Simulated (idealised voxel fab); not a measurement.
process module | voxel trench capacitor
cross-section cut | 200 nm wide | cells 5 nm
A cross-section is a grid of square cells, given in bands from the top down. A band is one or more rows of cells.
Each band's line starts with the height of the band's top and of its bottom, in nm. Then come its materials from left to right, each with its width in nm. One material with "throughout" fills the band from edge to edge. "air" is empty space.
Height 0 is the level under which the wafer as received is all one material. The lowest band goes on downwards, as in "0 down".
A width such as "30 to 40" changes by the same amount from each row of cells to the next, from the band's top row to its bottom row.
"no change" after a step means that no cell of the cross-section changed.
closed voids: empty space of 8 cells or more with no open way to the top, each as width x height at its distance from the left edge, in nm
after a step's settings: what the simulator itself notes on the step
overlay nm, on a step with a mask: how far to the right of its planned place the mask lay; to the left if negative
plan
1 op RECEIVE | material Si
2 op CONFORMAL_DEP | material SiN | thk nm 5
3 op DIRECTIONAL_DEP | material aC | thk nm 15
4 op PATTERN | tone open | mask id TRENCH | material resist | width nm 25 | pitch nm 40 | thk nm 35 | overlay nm 0
5 op DIRECTIONAL_ETCH | etch materials aC | depth nm 15
6 op STRIP | etch materials resist
7 op DIRECTIONAL_ETCH | etch materials SiN | depth nm 5
8 op DIRECTIONAL_ETCH | etch materials Si | depth nm 35
9 op STRIP | etch materials aC
10 op CONFORMAL_DEP | material Al2O3 | thk nm 5
11 op FILL_DEP | material polySi | thk nm 5
12 op CMP | height nm 5
as received, after step 1
  0 down: Si throughout
  closed voids: none
first wafer at the end, as planned
  5 to 0: SiN 45 | Al2O3 5 | polySi 15 | Al2O3 5 | SiN 15 | Al2O3 5 | polySi 15 | Al2O3 5 | SiN 15 | Al2O3 5 | polySi 15 | Al2O3 5 | SiN 50
  0 to -30: Si 45 | Al2O3 5 | polySi 15 | Al2O3 5 | Si 15 | Al2O3 5 | polySi 15 | Al2O3 5 | Si 15 | Al2O3 5 | polySi 15 | Al2O3 5 | Si 50
  -30 to -35: Si 45 | Al2O3 25 | Si 15 | Al2O3 25 | Si 15 | Al2O3 25 | Si 50
  -35 down: Si throughout
  closed voids: none
second wafer at the end: like start, like plan, one mistake
  5 to 0: SiN 45 | Al2O3 5 | polySi 15 | Al2O3 5 | SiN 15 | Al2O3 5 | polySi 15 | Al2O3 5 | SiN 15 | Al2O3 5 | polySi 15 | Al2O3 5 | SiN 50
  0 to -65: Si 45 | Al2O3 5 | polySi 15 | Al2O3 5 | Si 15 | Al2O3 5 | polySi 15 | Al2O3 5 | Si 15 | Al2O3 5 | polySi 15 | Al2O3 5 | Si 50
  -65 to -70: Si 45 | Al2O3 25 | Si 15 | Al2O3 25 | Si 15 | Al2O3 25 | Si 50
  -70 down: Si throughout
  closed voids: none
what went wrong: step 8 was run twice
at the end the second wafer has, in cells: 42 more of Al2O3 | 105 fewer of Si | 63 more of polySi
